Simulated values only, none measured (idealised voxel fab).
Process module heading - voxel capacitor over wiring
Each square cell in cross-section cut measures 5 nm, and the section as a whole is 270 nm wide.
This document writes a cross-section as a grid whose cells are square, and gives it as bands, listed from the top down; one or more rows of cells form a band.
Band: top height; bottom height; in nm. Then, left to right: material with width in nm, for each material. "edge to edge": a single material spanning edge to edge. "blank": empty space.
Heights are reckoned from 0. Under this level, the received wafer is all of one material. The bottommost band is open-ended downward, for example "0 -> down".
When a width is written as two numbers, as in "30 to 40", the first number is the width in the top row of cells of the band and the second is the width in its bottom row, and the width changes by the same amount from each row to the next.
"no modifications" means the step left every cell of the cross-section as it was.
In the "Enclosed internal cavities" entry, you get each enclosed empty space of 8 cells or more, one with no open way to the top, written width x height at distance, distance from the left edge, in nm.
The remark found on a step's line after its settings is issued by the simulator itself and pertains to that step.
overlay nm: mask right of planned place by this much (step with mask). Neg. = left.
The following list gives the planned process steps
1) RECEIVE | material Si
2) CONFORMAL_DEP | material SiO2 | thk nm 10
3) CONFORMAL_DEP | material SiN | thk nm 5
4) DIRECTIONAL_DEP | material SiO2 | thk nm 20
5) MASKED_ETCH | tone open | mask id METAL_1 | width nm 20 | pitch nm 85 | etch materials SiO2 | depth nm 20 | overlay nm 0
6) MASKED_ETCH | tone open | mask id METAL_1 | width nm 20 | pitch nm 85 | etch materials SiN | depth nm 5 | overlay nm 0
7) CONFORMAL_DEP | material TiN | thk nm 5
8) FILL_DEP | material Cu | thk nm 10
9) CMP | height nm 35
10) CONFORMAL_DEP | material SiCN | thk nm 5
11) DIRECTIONAL_DEP | material lowk | thk nm 20
12) DIRECTIONAL_DEP | material aC | thk nm 15
13) PATTERN | tone open | mask id PLUG_1 | material resist | width nm 15 | thk nm 35 | overlay nm 0
14) DIRECTIONAL_ETCH | etch materials aC | depth nm 15
15) STRIP | etch materials resist
16) DIRECTIONAL_ETCH | etch materials lowk | depth nm 20
17) DIRECTIONAL_ETCH | etch materials SiCN | depth nm 5
18) STRIP | etch materials aC
19) CONFORMAL_DEP | material TiN | thk nm 5
20) FILL_DEP | material Ru | thk nm 5
21) CMP | height nm 60
22) DIRECTIONAL_DEP | material TiN | thk nm 10
23) DIRECTIONAL_DEP | material HfO2 | thk nm 5
24) DIRECTIONAL_DEP | material TiN | thk nm 5
25) DIRECTIONAL_DEP | material aC | thk nm 10
26) PATTERN | tone cover | mask id UPPER_PLATE | material resist | width nm 70 | thk nm 25 | overlay nm 0
27) DIRECTIONAL_ETCH | etch materials aC | depth nm 10
28) STRIP | etch materials resist
29) DIRECTIONAL_ETCH | etch materials TiN | depth nm 5
30) DIRECTIONAL_ETCH | etch materials HfO2 | depth nm 5
31) STRIP | etch materials aC
32) DIRECTIONAL_DEP | material aC | thk nm 15
33) PATTERN | tone cover | mask id LOWER_PLATE | material resist | width nm 80 | thk nm 30 | overlay nm 0
34) DIRECTIONAL_ETCH | etch materials aC | depth nm 15
35) STRIP | etch materials resist
36) DIRECTIONAL_ETCH | etch materials TiN | depth nm 10
37) STRIP | etch materials aC
38) FILL_DEP | material SiO2 | thk nm 20
39) CMP | height nm 95
40) PATTERN | tone open | mask id PLUG_2 | material resist | width nm 15 | thk nm 15 | overlay nm 0
41) DIRECTIONAL_ETCH | etch materials SiO2 | depth nm 15
42) STRIP | etch materials resist
43) CONFORMAL_DEP | material TiN | thk nm 5
44) FILL_DEP | material Cu | thk nm 10
45) CMP | height nm 95
46) CONFORMAL_DEP | material SiCN | thk nm 5
Wafer at receipt (post step 1), cross-section
  0 -> down = Si edge to edge
  Enclosed internal cavities: none
The following cross-section depicts the wafer upon conclusion of the module. Processing commenced from the starting condition illustrated above and adhered to the plan illustrated above, save for one mistake in execution
  100 -> 95 = SiCN edge to edge
  95 -> 80 = aC edge to edge
  80 -> 75 = 85 of aC, 70 of TiN, 115 of aC
  75 -> 70 = 85 of aC, 70 of HfO2, 115 of aC
  70 -> 60 = 80 of aC, 80 of TiN, 110 of aC
  60 -> 40 = 85 of lowk, 5 of TiN, 5 of Ru, 5 of TiN, 170 of lowk
  40 -> 35 = 85 of SiCN, 15 of TiN, 170 of SiCN
  35 -> 15 = 80 of SiO2, 5 of TiN, 10 of Cu, 5 of TiN, 65 of SiO2, 5 of TiN, 10 of Cu, 5 of TiN, 85 of SiO2
  15 -> 10 = 80 of SiN, 20 of TiN, 65 of SiN, 20 of TiN, 85 of SiN
  10 -> 0 = SiO2 edge to edge
  0 -> down = Si edge to edge
  Enclosed internal cavities: none
Where did the run depart from the plan? step 38: run off-plan, actual operation and settings FILL_DEP | material aC | thk nm 20
